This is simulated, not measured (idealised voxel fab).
process module | voxel tone inversion
cross-section cut | 150 nm wide | cells 5 nm
A cross-section is a grid of square cells, given in bands from the top down. A band is one or more rows of cells.
Each band's line starts with the height of the band's top and of its bottom, in nm. Then come its materials from left to right, each with its width in nm. One material with "throughout" fills the band from edge to edge. "air" is empty space.
Height 0 is the level under which the wafer as received is all one material. The lowest band goes on downwards, as in "0 down".
A width such as "30 to 40" changes by the same amount from each row of cells to the next, from the band's top row to its bottom row.
"no change" after a step means that no cell of the cross-section changed.
closed voids: empty space of 8 cells or more with no open way to the top, each as width x height at its distance from the left edge, in nm
after a step's settings: what the simulator itself notes on the step
overlay nm, on a step with a mask: how far to the right of its planned place the mask lay; to the left if negative
plan
1 op RECEIVE | material Si
2 op CONFORMAL_DEP | material SiN | thk nm 10
3 op DIRECTIONAL_DEP | material aC | thk nm 25
4 op PATTERN | tone cover | mask id POSTS | material resist | width nm 15 | pitch nm 45 | thk nm 30 | overlay nm 0
5 op DIRECTIONAL_ETCH | etch materials aC | depth nm 25
6 op STRIP | etch materials resist
7 op FILL_DEP | material SiO2 | thk nm 5
8 op CMP | height nm 35
9 op STRIP | etch materials aC
10 op CONFORMAL_DEP | material TiN | thk nm 5
11 op FILL_DEP | material W | thk nm 5
12 op CMP | height nm 35
13 op CONFORMAL_DEP | material SiCN | thk nm 5
as received, after step 1
  0 down: Si throughout
  closed voids: none
a wafer at the end: this start, this plan, one mistake
  40 to 35: SiCN throughout
  35 to 25: SiN throughout
  25 to 0: aC throughout
  0 down: Si throughout
  closed voids: none
what went wrong: steps 2 and 3 were swapped
